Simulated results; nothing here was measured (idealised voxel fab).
The following process module bears the name voxel quadruple lines.
Section shown: cut. Width: 265 nm. Cell size: 5 nm, square.
Cross-section layout: square cells on a grid; listed as bands, top to bottom; a band spans one or more cell rows.
Per band: top height and bottom height in nm, followed by the left-to-right materials and their widths in nm; "edge to edge" marks a single material spanning edge to edge, "blank" marks empty space.
Counting heights begins at 0, where everything beneath is, in the wafer as received, one material. The lowest band has no bottom; it goes on downwards, as "0 nm and below" shows.
With a width like "30..40", each row of cells in the band differs from the next by the same amount, the top row carrying the first number and the bottom row the second.
Any step labelled "everything unchanged" changed none of the cells in the cross-section.
"Sealed void listing" lists enclosed empty spaces (at least 8 cells, no open path upward to the top), each as width x height at distance from the left edge, in nm.
On a step's line, text after the settings is the simulator commenting on that step.
For masked steps, "overlay nm" on the step line gives how far right of plan the mask actually lay; a minus sign means it lay to the left.
Planned step list for the process
1. RECEIVE (material Si)
2. CONFORMAL_DEP (material SiO2; thk nm 5)
3. DIRECTIONAL_DEP (material TiN; thk nm 10)
4. DIRECTIONAL_DEP (material polySi; thk nm 15)
5. DIRECTIONAL_DEP (material aC; thk nm 25)
6. PATTERN (tone cover; mask id MANDREL; material resist; width nm 25; pitch nm 80; thk nm 30; overlay nm -15)
7. DIRECTIONAL_ETCH (etch materials aC; depth nm 25)
8. STRIP (etch materials resist)
9. CONFORMAL_DEP (material SiO2; thk nm 15)
10. DIRECTIONAL_ETCH (etch materials SiO2; depth nm 15)
11. STRIP (etch materials aC)
12. DIRECTIONAL_ETCH (etch materials polySi; depth nm 15)
13. STRIP (etch materials SiO2)
14. CONFORMAL_DEP (material SiCN; thk nm 5)
15. DIRECTIONAL_ETCH (etch materials SiCN; depth nm 5)
16. STRIP (etch materials polySi)
17. DIRECTIONAL_ETCH (etch materials TiN; depth nm 10)
18. STRIP (etch materials SiCN)
The wafers are alike at the start. At step 6, their overlay nm differs. The plan lists the first wafer's value.
Received wafers, first of several: cross-section after step 1
  0 nm and below = Si edge to edge
  Sealed void listing: none
Tabulated below, wafer by wafer, are the end-of-module results: for each material, the number of cells gained (+) or lost (-) relative to the as-received state, followed by the closed voids
overlay nm -15; +53 SiO2; +16 TiN; Sealed void listing: none
overlay nm -10; +53 SiO2; +16 TiN; Sealed void listing: none
overlay nm -5; +53 SiO2; +16 TiN; Sealed void listing: none
overlay nm 0; +53 SiO2; +16 TiN; Sealed void listing: none
overlay nm 5; +53 SiO2; +16 TiN; Sealed void listing: none
overlay nm 10; +53 SiO2; +16 TiN; Sealed void listing: none
overlay nm 15; +53 SiO2; +16 TiN; Sealed void listing: none
